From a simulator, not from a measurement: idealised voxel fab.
You're looking at the process module voxel self aligned contacts.
It is cross-section cut that appears here, measuring 245 nm in width, its square cells being 5 nm in size.
Cross-section spec: square-cell grid; bands listed top down; each band is one or more rows.
What a band's entry tells you: where the top is and where the bottom is, as heights in nm, and after that what lies inside, material by material from left to right, each with its width in nm. Empty space is written as the word "blank", and a single material marked with the word "edge to edge" occupies the band from edge to edge.
Heights are expressed relative to 0, this being the level below which the as-received wafer comprises one material exclusively. The lowest band is unbounded in the downward direction and is denoted as in "from 0 down".
The two numbers in a width such as "30 to 40" mark its ends across the band: the first belongs to the top row of cells, the second to the bottom row, and from each row to the next the width moves by the same amount.
What does "identical to before" mean for a step? It means no cell of the cross-section changed in that step.
"Encapsulated voids" - sealed voids, min. 8 cells, no opening to top; format: width x height at distance (distance from left edge; nm throughout).
Past the settings on a step's line: simulator remark, on that step.
"overlay nm" answers the question of how far to the right of plan the mask lay on a step that has a mask, and when it is negative the answer is to the left.
# The steps planned for the process are as follows
- 1: RECEIVE (material Si)
- 2: OXIDIZE (depth nm 5)
- 3: DIRECTIONAL_DEP (material polySi; thk nm 30)
- 4: DIRECTIONAL_DEP (material SiN; thk nm 15)
- 5: MASKED_ETCH (tone cover; mask id GATE; width nm 35; pitch nm 70; etch materials SiN; depth nm 15; overlay nm 0)
- 6: MASKED_ETCH (tone cover; mask id GATE; width nm 35; pitch nm 70; etch materials polySi; depth nm 30; overlay nm 0)
- 7: CONFORMAL_DEP (material SiN; thk nm 5)
- 8: DIRECTIONAL_ETCH (etch materials SiN; depth nm 5)
- 9: FILL_DEP (material SiO2; thk nm 15)
- 10: CMP (height nm 50)
- 11: DIRECTIONAL_DEP (material aC; thk nm 15)
- 12: PATTERN (tone open; mask id CONTACT; material resist; width nm 55; pitch nm 70; thk nm 35; overlay nm 0)
- 13: DIRECTIONAL_ETCH (etch materials aC; depth nm 15)
- 14: STRIP (etch materials resist)
- 15: DIRECTIONAL_ETCH (etch materials SiO2; depth nm 55)
- 16: STRIP (etch materials aC)
- 17: CONFORMAL_DEP (material TiN; thk nm 5)
- 18: FILL_DEP (material Ru; thk nm 10)
- 19: CMP (height nm 50)
- 20: CONFORMAL_DEP (material SiCN; thk nm 5)
# Cross-section of the wafer upon arrival, representing the state reached after step 1
    from 0 down = Si edge to edge
    Encapsulated voids: none
# The cross-section shown corresponds to the wafer at the conclusion of the module. The initial structure and the process plan are those presented above; however, one mistake occurred in executing the plan
    from 55 to 50 = SiCN edge to edge
    from 50 to 45 = SiO2=60, TiN=25, Ru=10, TiN=20, SiO2=15, TiN=25, Ru=10, TiN=20, SiO2=60
    from 45 to 30 = SiO2=30, SiN=50, TiN=5, Ru=10, TiN=5, SiN=50, TiN=5, Ru=10, TiN=5, SiN=50, SiO2=25
    from 30 to 0 = SiO2=30, SiN=5, polySi=40, SiN=5, TiN=5, Ru=10, TiN=5, SiN=5, polySi=40, SiN=5, TiN=5, Ru=10, TiN=5, SiN=5, polySi=40, SiN=5, SiO2=25
    from 0 to -5 = SiO2=80, TiN=20, SiO2=50, TiN=20, SiO2=75
    from -5 down = Si edge to edge
    Encapsulated voids: none
what went wrong: step 5, actual vs plan mismatch, actual run MASKED_ETCH (tone cover; mask id GATE; width nm 40; pitch nm 70; etch materials SiN; depth nm 15; overlay nm 0)
